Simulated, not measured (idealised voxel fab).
Name of the process module below: voxel wiring stack
For reference, the cross-section in this document is cut, with width 240 nm and square cells of 5 nm.
In what follows, cross-sections appear as grids of square cells, described through bands that run from the top down, where every band is one or more rows of cells.
Quick guide to a band line: top height, bottom height (nm) up front; then every material left to right with its width in nm. Only one material and it's marked "all across"? Then it fills the band edge to edge. And "empty" just means empty space.
Heights are reckoned from 0. Under this level, the received wafer is all of one material. The bottommost band is open-ended downward, for example "0 nm and below".
Width "30->40": first value at the band's top row of cells, second value at its bottom row, equal change from row to row.
Given "nothing changed" for a step, no cell of the cross-section differs between before and after that step.
Each empty space that has no open way to the top and spans at least 8 cells appears under "Fully closed voids" as width x height at distance, the distance counted from the left edge, all in nm.
Anything after a step's settings on that line? It's the simulator's own note about the step.
Each step line may optionally specify "overlay nm", which for a step with a mask gives the rightward distance between the mask's planned place and where it lay, a negative value indicating the leftward direction.
PLAN
- 1: RECEIVE [material Si]
- 2: CONFORMAL_DEP [material SiO2] [thk nm 15]
- 3: CONFORMAL_DEP [material SiN] [thk nm 5]
- 4: DIRECTIONAL_DEP [material SiO2] [thk nm 20]
- 5: MASKED_ETCH [tone open] [mask id METAL_1] [width nm 30] [pitch nm 50] [etch materials SiO2] [depth nm 20] [overlay nm 0]
- 6: MASKED_ETCH [tone open] [mask id METAL_1] [width nm 30] [pitch nm 50] [etch materials SiN] [depth nm 5] [overlay nm 0]
- 7: CONFORMAL_DEP [material TiN] [thk nm 5]
- 8: FILL_DEP [material Cu] [thk nm 5]
- 9: CMP [height nm 40]
- 10: CONFORMAL_DEP [material SiCN] [thk nm 5]
- 11: DIRECTIONAL_DEP [material SiO2] [thk nm 15]
- 12: PATTERN [tone open] [mask id PLUG_1] [material resist] [width nm 15] [pitch nm 50] [thk nm 15] [overlay nm 0]
- 13: DIRECTIONAL_ETCH [etch materials SiO2] [depth nm 15]
- 14: DIRECTIONAL_ETCH [etch materials SiCN] [depth nm 5]
- 15: STRIP [etch materials resist]
- 16: CONFORMAL_DEP [material TiN] [thk nm 5]
- 17: FILL_DEP [material Ru] [thk nm 5]
- 18: CMP [height nm 60]
- 19: DIRECTIONAL_DEP [material TiN] [thk nm 5]
- 20: DIRECTIONAL_DEP [material Ru] [thk nm 20]
- 21: DIRECTIONAL_DEP [material aC] [thk nm 10]
- 22: PATTERN [tone cover] [mask id METAL_2] [material resist] [width nm 30] [pitch nm 50] [thk nm 25] [overlay nm 0]
- 23: DIRECTIONAL_ETCH [etch materials aC] [depth nm 10]
- 24: STRIP [etch materials resist]
- 25: DIRECTIONAL_ETCH [etch materials Ru] [depth nm 20]
- 26: DIRECTIONAL_ETCH [etch materials TiN] [depth nm 5]
- 27: STRIP [etch materials aC]
- 28: CONFORMAL_DEP [material SiCN] [thk nm 5]
- 29: FILL_DEP [material lowk] [thk nm 5]
- 30: CMP [height nm 85]
- 31: CONFORMAL_DEP [material SiCN] [thk nm 5]
- 32: DIRECTIONAL_DEP [material SiO2] [thk nm 30]
- 33: PATTERN [tone open] [mask id METAL_3_HOLES] [material resist] [width nm 15] [pitch nm 100] [thk nm 15] [overlay nm 0]
- 34: DIRECTIONAL_ETCH [etch materials SiO2] [depth nm 30]
- 35: STRIP [etch materials resist]
- 36: PATTERN [tone open] [mask id METAL_3] [material resist] [width nm 30] [pitch nm 50] [thk nm 20] [overlay nm 0]
- 37: DIRECTIONAL_ETCH [etch materials SiO2] [depth nm 20]
- 38: DIRECTIONAL_ETCH [etch materials SiCN] [depth nm 5]
- 39: STRIP [etch materials resist]
- 40: CONFORMAL_DEP [material TiN] [thk nm 5]
- 41: FILL_DEP [material Cu] [thk nm 10]
- 42: CMP [height nm 120]
- 43: CONFORMAL_DEP [material SiCN] [thk nm 5]
INCOMING WAFER IN CROSS-SECTION (STATE: AFTER STEP 1)
  0 nm and below: Si all across
  Fully closed voids: none
FIRST WAFER AT THE END, AS PLANNED
  125 nm to 120 nm: SiCN all across
  120 nm to 105 nm: 30 nm SiO2, then 5 nm TiN, then 20 nm Cu, then 5 nm TiN, then 20 nm SiO2, then 5 nm TiN, then 20 nm Cu, then 5 nm TiN, then 20 nm SiO2, then 5 nm TiN, then 20 nm Cu, then 5 nm TiN, then 20 nm SiO2, then 5 nm TiN, then 20 nm Cu, then 5 nm TiN, then 30 nm SiO2
  105 nm to 100 nm: 30 nm SiO2, then 5 nm TiN, then 5 nm Cu, then 20 nm TiN, then 20 nm SiO2, then 30 nm TiN, then 20 nm SiO2, then 5 nm TiN, then 5 nm Cu, then 20 nm TiN, then 20 nm SiO2, then 30 nm TiN, then 30 nm SiO2
  100 nm to 90 nm: 30 nm SiO2, then 5 nm TiN, then 5 nm Cu, then 5 nm TiN, then 85 nm SiO2, then 5 nm TiN, then 5 nm Cu, then 5 nm TiN, then 95 nm SiO2
  90 nm to 85 nm: 30 nm SiCN, then 15 nm TiN, then 85 nm SiCN, then 15 nm TiN, then 95 nm SiCN
  85 nm to 65 nm: 25 nm lowk, then 5 nm SiCN, then 30 nm Ru, then 5 nm SiCN, then 10 nm lowk, then 5 nm SiCN, then 30 nm Ru, then 5 nm SiCN, then 10 nm lowk, then 5 nm SiCN, then 30 nm Ru, then 5 nm SiCN, then 10 nm lowk, then 5 nm SiCN, then 30 nm Ru, then 5 nm SiCN, then 25 nm lowk
  65 nm to 60 nm: 30 nm SiCN, then 30 nm TiN, then 20 nm SiCN, then 30 nm TiN, then 20 nm SiCN, then 30 nm TiN, then 20 nm SiCN, then 30 nm TiN, then 30 nm SiCN
  60 nm to 45 nm: 30 nm SiO2, then 5 nm TiN, then 5 nm Ru, then 5 nm TiN, then 35 nm SiO2, then 5 nm TiN, then 5 nm Ru, then 5 nm TiN, then 35 nm SiO2, then 5 nm TiN, then 5 nm Ru, then 5 nm TiN, then 35 nm SiO2, then 5 nm TiN, then 5 nm Ru, then 5 nm TiN, then 45 nm SiO2
  45 nm to 40 nm: 30 nm SiCN, then 15 nm TiN, then 35 nm SiCN, then 15 nm TiN, then 35 nm SiCN, then 15 nm TiN, then 35 nm SiCN, then 15 nm TiN, then 45 nm SiCN
  40 nm to 20 nm: 30 nm SiO2, then 5 nm TiN, then 20 nm Cu, then 5 nm TiN, then 20 nm SiO2, then 5 nm TiN, then 20 nm Cu, then 5 nm TiN, then 20 nm SiO2, then 5 nm TiN, then 20 nm Cu, then 5 nm TiN, then 20 nm SiO2, then 5 nm TiN, then 20 nm Cu, then 5 nm TiN, then 30 nm SiO2
  20 nm to 15 nm: 30 nm SiN, then 30 nm TiN, then 20 nm SiN, then 30 nm TiN, then 20 nm SiN, then 30 nm TiN, then 20 nm SiN, then 30 nm TiN, then 30 nm SiN
  15 nm to 0 nm: SiO2 all across
  0 nm and below: Si all across
  Fully closed voids: none
SECOND WAFER CROSS-SECTION AT END OF MODULE - SHARED START AND PLAN WITH THE FIRST, ONE MISTAKE IN THE RUN
  125 nm to 120 nm: SiCN all across
  120 nm to 105 nm: 20 nm SiO2, then 5 nm TiN, then 20 nm Cu, then 5 nm TiN, then 20 nm SiO2, then 5 nm TiN, then 20 nm Cu, then 5 nm TiN, then 20 nm SiO2, then 5 nm TiN, then 20 nm Cu, then 5 nm TiN, then 20 nm SiO2, then 5 nm TiN, then 20 nm Cu, then 5 nm TiN, then 40 nm SiO2
  105 nm to 100 nm: 20 nm SiO2, then 15 nm TiN, then 5 nm Cu, then 10 nm TiN, then 20 nm SiO2, then 30 nm TiN, then 20 nm SiO2, then 15 nm TiN, then 5 nm Cu, then 10 nm TiN, then 20 nm SiO2, then 30 nm TiN, then 40 nm SiO2
  100 nm to 90 nm: 30 nm SiO2, then 5 nm TiN, then 5 nm Cu, then 5 nm TiN, then 85 nm SiO2, then 5 nm TiN, then 5 nm Cu, then 5 nm TiN, then 95 nm SiO2
  90 nm to 85 nm: 30 nm SiCN, then 15 nm TiN, then 85 nm SiCN, then 15 nm TiN, then 95 nm SiCN
  85 nm to 65 nm: 25 nm lowk, then 5 nm SiCN, then 30 nm Ru, then 5 nm SiCN, then 10 nm lowk, then 5 nm SiCN, then 30 nm Ru, then 5 nm SiCN, then 10 nm lowk, then 5 nm SiCN, then 30 nm Ru, then 5 nm SiCN, then 10 nm lowk, then 5 nm SiCN, then 30 nm Ru, then 5 nm SiCN, then 25 nm lowk
  65 nm to 60 nm: 30 nm SiCN, then 30 nm TiN, then 20 nm SiCN, then 30 nm TiN, then 20 nm SiCN, then 30 nm TiN, then 20 nm SiCN, then 30 nm TiN, then 30 nm SiCN
  60 nm to 45 nm: 30 nm SiO2, then 5 nm TiN, then 5 nm Ru, then 5 nm TiN, then 35 nm SiO2, then 5 nm TiN, then 5 nm Ru, then 5 nm TiN, then 35 nm SiO2, then 5 nm TiN, then 5 nm Ru, then 5 nm TiN, then 35 nm SiO2, then 5 nm TiN, then 5 nm Ru, then 5 nm TiN, then 45 nm SiO2
  45 nm to 40 nm: 30 nm SiCN, then 15 nm TiN, then 35 nm SiCN, then 15 nm TiN, then 35 nm SiCN, then 15 nm TiN, then 35 nm SiCN, then 15 nm TiN, then 45 nm SiCN
  40 nm to 20 nm: 30 nm SiO2, then 5 nm TiN, then 20 nm Cu, then 5 nm TiN, then 20 nm SiO2, then 5 nm TiN, then 20 nm Cu, then 5 nm TiN, then 20 nm SiO2, then 5 nm TiN, then 20 nm Cu, then 5 nm TiN, then 20 nm SiO2, then 5 nm TiN, then 20 nm Cu, then 5 nm TiN, then 30 nm SiO2
  20 nm to 15 nm: 30 nm SiN, then 30 nm TiN, then 20 nm SiN, then 30 nm TiN, then 20 nm SiN, then 30 nm TiN, then 20 nm SiN, then 30 nm TiN, then 30 nm SiN
  15 nm to 0 nm: SiO2 all across
  0 nm and below: Si all across
  Fully closed voids: none
Where did the run depart from the plan? so step 36 ended up running with a different setting than we planned, it ran as PATTERN [tone open] [mask id METAL_3] [material resist] [width nm 30] [pitch nm 50] [thk nm 20] [overlay nm -10]
Matching per-material cell counts, mismatched positions: that is how the second wafer compares with the first at the end.
